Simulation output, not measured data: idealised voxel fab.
process module | voxel capacitor over wiring
cross-section cut | 300 nm wide | cells 5 nm
A cross-section is a grid of square cells, given in bands from the top down. A band is one or more rows of cells.
Each band's line starts with the height of the band's top and of its bottom, in nm. Then come its materials from left to right, each with its width in nm. One material with "throughout" fills the band from edge to edge. "air" is empty space.
Height 0 is the level under which the wafer as received is all one material. The lowest band goes on downwards, as in "0 down".
A width such as "30 to 40" changes by the same amount from each row of cells to the next, from the band's top row to its bottom row.
"no change" after a step means that no cell of the cross-section changed.
closed voids: empty space of 8 cells or more with no open way to the top, each as width x height at its distance from the left edge, in nm
after a step's settings: what the simulator itself notes on the step
overlay nm, on a step with a mask: how far to the right of its planned place the mask lay; to the left if negative
plan
1 op RECEIVE | material Si
2 op CONFORMAL_DEP | material SiO2 | thk nm 15
3 op DIRECTIONAL_DEP | material TiN | thk nm 5
4 op DIRECTIONAL_DEP | material Ru | thk nm 20
5 op DIRECTIONAL_DEP | material aC | thk nm 15
6 op PATTERN | tone cover | mask id METAL_1 | material resist | width nm 25 | pitch nm 90 | thk nm 35 | overlay nm 0
7 op DIRECTIONAL_ETCH | etch materials aC | depth nm 15
8 op STRIP | etch materials resist
9 op DIRECTIONAL_ETCH | etch materials Ru | depth nm 20
10 op DIRECTIONAL_ETCH | etch materials TiN | depth nm 5
11 op STRIP | etch materials aC
12 op FILL_DEP | material lowk | thk nm 10
13 op CMP | height nm 40
14 op CONFORMAL_DEP | material SiCN | thk nm 5
15 op DIRECTIONAL_DEP | material lowk | thk nm 20
16 op PATTERN | tone open | mask id PLUG_1 | material resist | width nm 15 | thk nm 20 | overlay nm 0
17 op DIRECTIONAL_ETCH | etch materials lowk | depth nm 20
18 op DIRECTIONAL_ETCH | etch materials SiCN | depth nm 5
19 op STRIP | etch materials resist
20 op CONFORMAL_DEP | material TiN | thk nm 5
21 op FILL_DEP | material W | thk nm 10
22 op CMP | height nm 65
23 op DIRECTIONAL_DEP | material TiN | thk nm 5
24 op DIRECTIONAL_DEP | material Al2O3 | thk nm 5
25 op DIRECTIONAL_DEP | material TiN | thk nm 10
26 op DIRECTIONAL_DEP | material aC | thk nm 15
27 op PATTERN | tone cover | mask id UPPER_PLATE | material resist | width nm 70 | thk nm 30 | overlay nm 0
28 op DIRECTIONAL_ETCH | etch materials aC | depth nm 15
29 op STRIP | etch materials resist
30 op DIRECTIONAL_ETCH | etch materials TiN | depth nm 10
31 op DIRECTIONAL_ETCH | etch materials Al2O3 | depth nm 5
32 op STRIP | etch materials aC
33 op MASKED_ETCH | tone cover | mask id LOWER_PLATE | width nm 80 | etch materials TiN | depth nm 5 | overlay nm 0
34 op FILL_DEP | material SiO2 | thk nm 20
35 op CMP | height nm 100
36 op PATTERN | tone open | mask id PLUG_2 | material resist | width nm 15 | thk nm 20 | overlay nm 0
37 op DIRECTIONAL_ETCH | etch materials SiO2 | depth nm 15
38 op STRIP | etch materials resist
39 op CONFORMAL_DEP | material TiN | thk nm 5
40 op FILL_DEP | material Ru | thk nm 5
41 op CMP | height nm 100
42 op CONFORMAL_DEP | material SiN | thk nm 5
first wafer, as planned
as received, after step 1
  0 down: Si throughout
  closed voids: none
after step 2
  15 to 0: SiO2 throughout
  below 0: unchanged
after step 3
  20 to 15: TiN throughout
  below 15: unchanged
after step 4
  40 to 20: Ru throughout
  below 20: unchanged
after step 5
  55 to 40: aC throughout
  below 40: unchanged
after step 6
  90 to 55: air 90 | resist 25 | air 65 | resist 25 | air 95
  below 55: unchanged
after step 7
  75 to 55: air 90 | resist 25 | air 65 | resist 25 | air 95
  55 to 40: air 90 | aC 25 | air 65 | aC 25 | air 95
  below 40: unchanged
after step 8
  55 to 40: air 90 | aC 25 | air 65 | aC 25 | air 95
  below 40: unchanged
after step 9
  55 to 40: air 90 | aC 25 | air 65 | aC 25 | air 95
  40 to 20: air 90 | Ru 25 | air 65 | Ru 25 | air 95
  below 20: unchanged
after step 10
  55 to 40: air 90 | aC 25 | air 65 | aC 25 | air 95
  40 to 20: air 90 | Ru 25 | air 65 | Ru 25 | air 95
  20 to 15: air 90 | TiN 25 | air 65 | TiN 25 | air 95
  below 15: unchanged
after step 11
  40 to 20: air 90 | Ru 25 | air 65 | Ru 25 | air 95
  below 20: unchanged
after step 12
  50 to 40: lowk throughout
  40 to 20: lowk 90 | Ru 25 | lowk 65 | Ru 25 | lowk 95
  20 to 15: lowk 90 | TiN 25 | lowk 65 | TiN 25 | lowk 95
  below 15: unchanged
after step 13
  40 to 20: lowk 90 | Ru 25 | lowk 65 | Ru 25 | lowk 95
  below 20: unchanged
after step 14
  45 to 40: SiCN throughout
  below 40: unchanged
after step 15
  65 to 45: lowk throughout
  below 45: unchanged
after step 16
  85 to 65: resist 100 | air 15 | resist 185
  below 65: unchanged
after step 17
  85 to 65: resist 100 | air 15 | resist 185
  65 to 45: lowk 100 | air 15 | lowk 185
  below 45: unchanged
after step 18
  85 to 65: resist 100 | air 15 | resist 185
  65 to 45: lowk 100 | air 15 | lowk 185
  45 to 40: SiCN 100 | air 15 | SiCN 185
  below 40: unchanged
after step 19
  65 to 45: lowk 100 | air 15 | lowk 185
  below 45: unchanged
after step 20
  70 to 65: TiN 105 | air 5 | TiN 190
  65 to 45: lowk 100 | TiN 5 | air 5 | TiN 5 | lowk 185
  45 to 40: SiCN 100 | TiN 15 | SiCN 185
  below 40: unchanged
after step 21
  80 to 70: W throughout
  70 to 65: TiN 105 | W 5 | TiN 190
  65 to 45: lowk 100 | TiN 5 | W 5 | TiN 5 | lowk 185
  below 45: unchanged
after step 22
  65 to 45: lowk 100 | TiN 5 | W 5 | TiN 5 | lowk 185
  below 45: unchanged
after step 23
  70 to 65: TiN throughout
  below 65: unchanged
after step 24
  75 to 70: Al2O3 throughout
  below 70: unchanged
after step 25
  85 to 75: TiN throughout
  below 75: unchanged
after step 26
  100 to 85: aC throughout
  below 85: unchanged
after step 27
  130 to 100: air 100 | resist 70 | air 130
  below 100: unchanged
after step 28
  115 to 100: air 100 | resist 70 | air 130
  100 to 85: air 100 | aC 70 | air 130
  below 85: unchanged
after step 29
  100 to 85: air 100 | aC 70 | air 130
  below 85: unchanged
after step 30
  100 to 85: air 100 | aC 70 | air 130
  85 to 75: air 100 | TiN 70 | air 130
  below 75: unchanged
after step 31
  100 to 85: air 100 | aC 70 | air 130
  85 to 75: air 100 | TiN 70 | air 130
  75 to 70: air 100 | Al2O3 70 | air 130
  below 70: unchanged
after step 32
  85 to 75: air 100 | TiN 70 | air 130
  below 75: unchanged
after step 33
  85 to 75: air 100 | TiN 70 | air 130
  75 to 70: air 100 | Al2O3 70 | air 130
  70 to 65: air 95 | TiN 80 | air 125
  below 65: unchanged
after step 34
  105 to 85: SiO2 throughout
  85 to 75: SiO2 100 | TiN 70 | SiO2 130
  75 to 70: SiO2 100 | Al2O3 70 | SiO2 130
  70 to 65: SiO2 95 | TiN 80 | SiO2 125
  below 65: unchanged
after step 35
  100 to 85: SiO2 throughout
  below 85: unchanged
after step 36
  120 to 100: resist 110 | air 15 | resist 175
  below 100: unchanged
after step 37
  120 to 100: resist 110 | air 15 | resist 175
  100 to 85: SiO2 110 | air 15 | SiO2 175
  below 85: unchanged
after step 38
  100 to 85: SiO2 110 | air 15 | SiO2 175
  below 85: unchanged
after step 39
  105 to 100: TiN 115 | air 5 | TiN 180
  100 to 90: SiO2 110 | TiN 5 | air 5 | TiN 5 | SiO2 175
  90 to 85: SiO2 110 | TiN 15 | SiO2 175
  below 85: unchanged
after step 40
  110 to 105: Ru throughout
  105 to 100: TiN 115 | Ru 5 | TiN 180
  100 to 90: SiO2 110 | TiN 5 | Ru 5 | TiN 5 | SiO2 175
  below 90: unchanged
after step 41
  100 to 90: SiO2 110 | TiN 5 | Ru 5 | TiN 5 | SiO2 175
  below 90: unchanged
after step 42
  105 to 100: SiN throughout
  below 100: unchanged
second wafer: like start, like plan, one mistake. Through step 1 it matches the first wafer
when step 2 should have ended
  30 to 0: SiO2 throughout
  below 0: unchanged
when step 3 should have ended
  35 to 30: TiN throughout
  below 30: unchanged
when step 4 should have ended
  55 to 35: Ru throughout
  below 35: unchanged
when step 5 should have ended
  70 to 55: aC throughout
  below 55: unchanged
when step 6 should have ended
  105 to 70: air 90 | resist 25 | air 65 | resist 25 | air 95
  below 70: unchanged
when step 7 should have ended
  90 to 70: air 90 | resist 25 | air 65 | resist 25 | air 95
  70 to 55: air 90 | aC 25 | air 65 | aC 25 | air 95
  below 55: unchanged
when step 8 should have ended
  70 to 55: air 90 | aC 25 | air 65 | aC 25 | air 95
  below 55: unchanged
when step 9 should have ended
  70 to 55: air 90 | aC 25 | air 65 | aC 25 | air 95
  55 to 35: air 90 | Ru 25 | air 65 | Ru 25 | air 95
  below 35: unchanged
when step 10 should have ended
  70 to 55: air 90 | aC 25 | air 65 | aC 25 | air 95
  55 to 35: air 90 | Ru 25 | air 65 | Ru 25 | air 95
  35 to 30: air 90 | TiN 25 | air 65 | TiN 25 | air 95
  below 30: unchanged
when step 11 should have ended
  55 to 35: air 90 | Ru 25 | air 65 | Ru 25 | air 95
  below 35: unchanged
when step 12 should have ended
  65 to 55: lowk throughout
  55 to 35: lowk 90 | Ru 25 | lowk 65 | Ru 25 | lowk 95
  35 to 30: lowk 90 | TiN 25 | lowk 65 | TiN 25 | lowk 95
  below 30: unchanged
when step 13 should have ended
  40 to 35: lowk 90 | Ru 25 | lowk 65 | Ru 25 | lowk 95
  below 35: unchanged
when step 14 should have ended
  45 to 40: SiCN throughout
  below 40: unchanged
when step 15 should have ended
  65 to 45: lowk throughout
  below 45: unchanged
when step 16 should have ended
  85 to 65: resist 100 | air 15 | resist 185
  below 65: unchanged
when step 17 should have ended
  85 to 65: resist 100 | air 15 | resist 185
  65 to 45: lowk 100 | air 15 | lowk 185
  below 45: unchanged
when step 18 should have ended
  85 to 65: resist 100 | air 15 | resist 185
  65 to 45: lowk 100 | air 15 | lowk 185
  45 to 40: SiCN 100 | air 15 | SiCN 185
  below 40: unchanged
when step 19 should have ended
  65 to 45: lowk 100 | air 15 | lowk 185
  below 45: unchanged
when step 20 should have ended
  70 to 65: TiN 105 | air 5 | TiN 190
  65 to 45: lowk 100 | TiN 5 | air 5 | TiN 5 | lowk 185
  45 to 40: SiCN 100 | TiN 15 | SiCN 185
  below 40: unchanged
when step 21 should have ended
  80 to 70: W throughout
  70 to 65: TiN 105 | W 5 | TiN 190
  65 to 45: lowk 100 | TiN 5 | W 5 | TiN 5 | lowk 185
  below 45: unchanged
when step 22 should have ended
  65 to 45: lowk 100 | TiN 5 | W 5 | TiN 5 | lowk 185
  below 45: unchanged
when step 23 should have ended
  70 to 65: TiN throughout
  below 65: unchanged
when step 24 should have ended
  75 to 70: Al2O3 throughout
  below 70: unchanged
when step 25 should have ended
  85 to 75: TiN throughout
  below 75: unchanged
when step 26 should have ended
  100 to 85: aC throughout
  below 85: unchanged
when step 27 should have ended
  130 to 100: air 100 | resist 70 | air 130
  below 100: unchanged
when step 28 should have ended
  115 to 100: air 100 | resist 70 | air 130
  100 to 85: air 100 | aC 70 | air 130
  below 85: unchanged
when step 29 should have ended
  100 to 85: air 100 | aC 70 | air 130
  below 85: unchanged
when step 30 should have ended
  100 to 85: air 100 | aC 70 | air 130
  85 to 75: air 100 | TiN 70 | air 130
  below 75: unchanged
when step 31 should have ended
  100 to 85: air 100 | aC 70 | air 130
  85 to 75: air 100 | TiN 70 | air 130
  75 to 70: air 100 | Al2O3 70 | air 130
  below 70: unchanged
when step 32 should have ended
  85 to 75: air 100 | TiN 70 | air 130
  below 75: unchanged
when step 33 should have ended
  85 to 75: air 100 | TiN 70 | air 130
  75 to 70: air 100 | Al2O3 70 | air 130
  70 to 65: air 95 | TiN 80 | air 125
  below 65: unchanged
when step 34 should have ended
  105 to 85: SiO2 throughout
  85 to 75: SiO2 100 | TiN 70 | SiO2 130
  75 to 70: SiO2 100 | Al2O3 70 | SiO2 130
  70 to 65: SiO2 95 | TiN 80 | SiO2 125
  below 65: unchanged
when step 35 should have ended
  100 to 85: SiO2 throughout
  below 85: unchanged
when step 36 should have ended
  120 to 100: resist 110 | air 15 | resist 175
  below 100: unchanged
when step 37 should have ended
  120 to 100: resist 110 | air 15 | resist 175
  100 to 85: SiO2 110 | air 15 | SiO2 175
  below 85: unchanged
when step 38 should have ended
  100 to 85: SiO2 110 | air 15 | SiO2 175
  below 85: unchanged
when step 39 should have ended
  105 to 100: TiN 115 | air 5 | TiN 180
  100 to 90: SiO2 110 | TiN 5 | air 5 | TiN 5 | SiO2 175
  90 to 85: SiO2 110 | TiN 15 | SiO2 175
  below 85: unchanged
when step 40 should have ended
  110 to 105: Ru throughout
  105 to 100: TiN 115 | Ru 5 | TiN 180
  100 to 90: SiO2 110 | TiN 5 | Ru 5 | TiN 5 | SiO2 175
  below 90: unchanged
when step 41 should have ended
  100 to 90: SiO2 110 | TiN 5 | Ru 5 | TiN 5 | SiO2 175
  below 90: unchanged
when step 42 should have ended
  105 to 100: SiN throughout
  below 100: unchanged
what went wrong: step 2 was run twice
at the end the second wafer has, in cells: 30 fewer of Ru | 180 more of SiO2 | 150 fewer of lowk
